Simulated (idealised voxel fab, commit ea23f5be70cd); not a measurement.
A process module follows: voxel capacitor over wiring.
The figure presents cross-section cut, which has a width of 300 nm and is divided into square cells with an edge length of 5 nm.
When this document writes out a cross-section, it uses a grid of square cells and lists it as bands, beginning at the top and moving down, with a band standing for one or more rows of cells. The entry gives the band's vertical extent as a top height and a bottom height in nm, then its horizontal make-up as materials from left to right, each with a width in nm. "air" stands for empty space; a single material marked "all across" fills the band edge to edge. Convention: height 0 is the level below which the wafer, as received, is all one material. The lowest band does not terminate at the bottom but continues downward, represented as "0 -> down". Think of "30..40" as a width that walks from the first number to the second as you go down the band, top row to bottom row, taking equal-sized steps from row to row. A step reported as "nothing was modified" is a step in which no cell of the cross-section changed. Any empty space of 8 cells or more lacking an open way to the top shows up in "Closed internal cavities" as width x height at distance, distance from the left edge, in nm. Post-settings text on a step line: simulator's own remark regarding the step. When a step includes a mask, the "overlay nm" setting on its line states how far to the right of its planned place that mask lay, and negative values state how far to the left.

-- Steps in the process plan
step 1: RECEIVE: material Si
step 2: CONFORMAL_DEP: material SiO2, thk nm 15
step 3: CONFORMAL_DEP: material SiCN, thk nm 5
step 4: DIRECTIONAL_DEP: material SiO2, thk nm 20
step 5: DIRECTIONAL_DEP: material aC, thk nm 15
step 6: PATTERN: tone open, mask id METAL_1, material resist, width nm 25, pitch nm 80, thk nm 30, overlay nm 0
step 7: DIRECTIONAL_ETCH: etch materials aC, depth nm 15
step 8: STRIP: etch materials resist
step 9: DIRECTIONAL_ETCH: etch materials SiO2, depth nm 20
step 10: DIRECTIONAL_ETCH: etch materials SiCN, depth nm 5
step 11: STRIP: etch materials aC
step 12: CONFORMAL_DEP: material TiN, thk nm 5
step 13: FILL_DEP: material W, thk nm 5
step 14: CMP: height nm 40
step 15: CONFORMAL_DEP: material SiCN, thk nm 5
step 16: DIRECTIONAL_DEP: material SiO2, thk nm 10
step 17: PATTERN: tone open, mask id PLUG_1, material resist, width nm 15, thk nm 20, overlay nm 0
step 18: DIRECTIONAL_ETCH: etch materials SiO2, depth nm 10
step 19: DIRECTIONAL_ETCH: etch materials SiCN, depth nm 5
step 20: STRIP: etch materials resist
step 21: CONFORMAL_DEP: material TiN, thk nm 5
step 22: FILL_DEP: material Ru, thk nm 10
step 23: CMP: height nm 55
step 24: DIRECTIONAL_DEP: material TiN, thk nm 5
step 25: DIRECTIONAL_DEP: material HfO2, thk nm 5
step 26: DIRECTIONAL_DEP: material TiN, thk nm 5
step 27: MASKED_ETCH: tone cover, mask id UPPER_PLATE, width nm 60, etch materials TiN, depth nm 5, overlay nm 0
step 28: MASKED_ETCH: tone cover, mask id UPPER_PLATE, width nm 60, etch materials HfO2, depth nm 5, overlay nm 0
step 29: MASKED_ETCH: tone cover, mask id LOWER_PLATE, width nm 70, etch materials TiN, depth nm 5, overlay nm 0
step 30: FILL_DEP: material SiO2, thk nm 20
step 31: CMP: height nm 85
step 32: MASKED_ETCH: tone open, mask id PLUG_2, width nm 15, etch materials SiO2, depth nm 15, overlay nm 0
step 33: CONFORMAL_DEP: material TiN, thk nm 5
step 34: FILL_DEP: material Ru, thk nm 5
step 35: CMP: height nm 85
step 36: CONFORMAL_DEP: material SiCN, thk nm 5

-- Of two wafers, the first: run according to plan

-- Cross-section, incoming material, after step 1
  0 -> down | Si all across
  Closed internal cavities: none

-- after step 2
  15 -> 0 | SiO2 all across
  Below 0, no change.

-- after step 3
  20 -> 15 | SiCN all across
  Below 15, no change.

-- after step 4
  40 -> 20 | SiO2 all across
  Below 20, no change.

-- after step 5
  55 -> 40 | aC all across
  Below 40, no change.

-- after step 6
  85 -> 55 | resist 95 | air 25 | resist 55 | air 25 | resist 100
  Below 55, no change.

-- after step 7
  70 -> 55 | resist 95 | air 25 | resist 55 | air 25 | resist 100
  55 -> 40 | aC 95 | air 25 | aC 55 | air 25 | aC 100
  Below 40, no change.

-- after step 8
  55 -> 40 | aC 95 | air 25 | aC 55 | air 25 | aC 100
  Below 40, no change.

-- after step 9
  55 -> 40 | aC 95 | air 25 | aC 55 | air 25 | aC 100
  40 -> 20 | SiO2 95 | air 25 | SiO2 55 | air 25 | SiO2 100
  Below 20, no change.

-- after step 10
  55 -> 40 | aC 95 | air 25 | aC 55 | air 25 | aC 100
  40 -> 20 | SiO2 95 | air 25 | SiO2 55 | air 25 | SiO2 100
  20 -> 15 | SiCN 95 | air 25 | SiCN 55 | air 25 | SiCN 100
  Below 15, no change.

-- after step 11
  40 -> 20 | SiO2 95 | air 25 | SiO2 55 | air 25 | SiO2 100
  Below 20, no change.

-- after step 12
  45 -> 40 | TiN 100 | air 15 | TiN 65 | air 15 | TiN 105
  40 -> 20 | SiO2 95 | TiN 5 | air 15 | TiN 5 | SiO2 55 | TiN 5 | air 15 | TiN 5 | SiO2 100
  20 -> 15 | SiCN 95 | TiN 25 | SiCN 55 | TiN 25 | SiCN 100
  Below 15, no change.

-- after step 13
  50 -> 45 | W all across
  45 -> 40 | TiN 100 | W 15 | TiN 65 | W 15 | TiN 105
  40 -> 20 | SiO2 95 | TiN 5 | W 15 | TiN 5 | SiO2 55 | TiN 5 | W 15 | TiN 5 | SiO2 100
  Below 20, no change.

-- after step 14
  40 -> 20 | SiO2 95 | TiN 5 | W 15 | TiN 5 | SiO2 55 | TiN 5 | W 15 | TiN 5 | SiO2 100
  Below 20, no change.

-- after step 15
  45 -> 40 | SiCN all across
  Below 40, no change.

-- after step 16
  55 -> 45 | SiO2 all across
  Below 45, no change.

-- after step 17
  75 -> 55 | resist 105 | air 15 | resist 180
  Below 55, no change.

-- after step 18
  75 -> 55 | resist 105 | air 15 | resist 180
  55 -> 45 | SiO2 105 | air 15 | SiO2 180
  Below 45, no change.

-- after step 19
  75 -> 55 | resist 105 | air 15 | resist 180
  55 -> 45 | SiO2 105 | air 15 | SiO2 180
  45 -> 40 | SiCN 105 | air 15 | SiCN 180
  Below 40, no change.

-- after step 20
  55 -> 45 | SiO2 105 | air 15 | SiO2 180
  Below 45, no change.

-- after step 21
  60 -> 55 | TiN 110 | air 5 | TiN 185
  55 -> 45 | SiO2 105 | TiN 5 | air 5 | TiN 5 | SiO2 180
  45 -> 40 | SiCN 105 | TiN 15 | SiCN 180
  Below 40, no change.

-- after step 22
  70 -> 60 | Ru all across
  60 -> 55 | TiN 110 | Ru 5 | TiN 185
  55 -> 45 | SiO2 105 | TiN 5 | Ru 5 | TiN 5 | SiO2 180
  Below 45, no change.

-- after step 23
  55 -> 45 | SiO2 105 | TiN 5 | Ru 5 | TiN 5 | SiO2 180
  Below 45, no change.

-- after step 24
  60 -> 55 | TiN all across
  Below 55, no change.

-- after step 25
  65 -> 60 | HfO2 all across
  Below 60, no change.

-- after step 26
  70 -> 65 | TiN all across
  Below 65, no change.

-- after step 27
  70 -> 65 | air 105 | TiN 60 | air 135
  Below 65, no change.

-- after step 28
  70 -> 65 | air 105 | TiN 60 | air 135
  65 -> 60 | air 105 | HfO2 60 | air 135
  Below 60, no change.

-- after step 29
  70 -> 65 | air 105 | TiN 60 | air 135
  65 -> 60 | air 105 | HfO2 60 | air 135
  60 -> 55 | air 100 | TiN 70 | air 130
  Below 55, no change.

-- after step 30
  90 -> 70 | SiO2 all across
  70 -> 65 | SiO2 105 | TiN 60 | SiO2 135
  65 -> 60 | SiO2 105 | HfO2 60 | SiO2 135
  60 -> 55 | SiO2 100 | TiN 70 | SiO2 130
  Below 55, no change.

-- after step 31
  85 -> 70 | SiO2 all across
  Below 70, no change.

-- after step 32
  85 -> 70 | SiO2 115 | air 15 | SiO2 170
  Below 70, no change.

-- after step 33
  90 -> 85 | TiN 120 | air 5 | TiN 175
  85 -> 75 | SiO2 115 | TiN 5 | air 5 | TiN 5 | SiO2 170
  75 -> 65 | SiO2 115..105 | TiN 15..60 | SiO2 170..135
  Below 65, no change.

-- after step 34
  95 -> 90 | Ru all across
  90 -> 85 | TiN 120 | Ru 5 | TiN 175
  85 -> 75 | SiO2 115 | TiN 5 | Ru 5 | TiN 5 | SiO2 170
  Below 75, no change.

-- after step 35
  85 -> 75 | SiO2 115 | TiN 5 | Ru 5 | TiN 5 | SiO2 170
  Below 75, no change.

-- after step 36
  90 -> 85 | SiCN all across
  Below 85, no change.

-- The Second Wafer: Common Origin and Plan, One Mistake in Execution, Identical to the First Through Step 20

-- Here is the second wafer in cross-section at the point where step 21 of the plan should have been done
  60 -> 55 | aC 110 | air 5 | aC 185
  55 -> 45 | SiO2 105 | aC 5 | air 5 | aC 5 | SiO2 180
  45 -> 40 | SiCN 105 | aC 15 | SiCN 180
  Below 40, no change.

-- Here is the second wafer in cross-section at the point where step 22 of the plan should have been done
  70 -> 60 | Ru all across
  60 -> 55 | aC 110 | Ru 5 | aC 185
  55 -> 45 | SiO2 105 | aC 5 | Ru 5 | aC 5 | SiO2 180
  Below 45, no change.

-- Here is the second wafer in cross-section at the point where step 23 of the plan should have been done
  55 -> 45 | SiO2 105 | aC 5 | Ru 5 | aC 5 | SiO2 180
  Below 45, no change.

-- Here is the second wafer in cross-section at the point where step 24 of the plan should have been done
  60 -> 55 | TiN all across
  Below 55, no change.

-- Here is the second wafer in cross-section at the point where step 25 of the plan should have been done
  65 -> 60 | HfO2 all across
  Below 60, no change.

-- Here is the second wafer in cross-section at the point where step 26 of the plan should have been done
  70 -> 65 | TiN all across
  Below 65, no change.

-- Here is the second wafer in cross-section at the point where step 27 of the plan should have been done
  70 -> 65 | air 105 | TiN 60 | air 135
  Below 65, no change.

-- Here is the second wafer in cross-section at the point where step 28 of the plan should have been done
  70 -> 65 | air 105 | TiN 60 | air 135
  65 -> 60 | air 105 | HfO2 60 | air 135
  Below 60, no change.

-- Here is the second wafer in cross-section at the point where step 29 of the plan should have been done
  70 -> 65 | air 105 | TiN 60 | air 135
  65 -> 60 | air 105 | HfO2 60 | air 135
  60 -> 55 | air 100 | TiN 70 | air 130
  Below 55, no change.

-- Here is the second wafer in cross-section at the point where step 30 of the plan should have been done
  90 -> 70 | SiO2 all across
  70 -> 65 | SiO2 105 | TiN 60 | SiO2 135
  65 -> 60 | SiO2 105 | HfO2 60 | SiO2 135
  60 -> 55 | SiO2 100 | TiN 70 | SiO2 130
  Below 55, no change.

-- Here is the second wafer in cross-section at the point where step 31 of the plan should have been done
  85 -> 70 | SiO2 all across
  Below 70, no change.

-- Here is the second wafer in cross-section at the point where step 32 of the plan should have been done
  85 -> 70 | SiO2 115 | air 15 | SiO2 170
  Below 70, no change.

-- Here is the second wafer in cross-section at the point where step 33 of the plan should have been done
  90 -> 85 | TiN 120 | air 5 | TiN 175
  85 -> 75 | SiO2 115 | TiN 5 | air 5 | TiN 5 | SiO2 170
  75 -> 65 | SiO2 115..105 | TiN 15..60 | SiO2 170..135
  Below 65, no change.

-- Here is the second wafer in cross-section at the point where step 34 of the plan should have been done
  95 -> 90 | Ru all across
  90 -> 85 | TiN 120 | Ru 5 | TiN 175
  85 -> 75 | SiO2 115 | TiN 5 | Ru 5 | TiN 5 | SiO2 170
  Below 75, no change.

-- Here is the second wafer in cross-section at the point where step 35 of the plan should have been done
  85 -> 75 | SiO2 115 | TiN 5 | Ru 5 | TiN 5 | SiO2 170
  Below 75, no change.

-- Here is the second wafer in cross-section at the point where step 36 of the plan should have been done
  90 -> 85 | SiCN all across
  Below 85, no change.
What went wrong in running the wafer? in deviation from the planned setting, step 21 was conducted as CONFORMAL_DEP: material aC, thk nm 5
Final tally in cells, some materials are higher or lower on the second wafer than on the first: TiN: 7 fewer, aC: 7 more
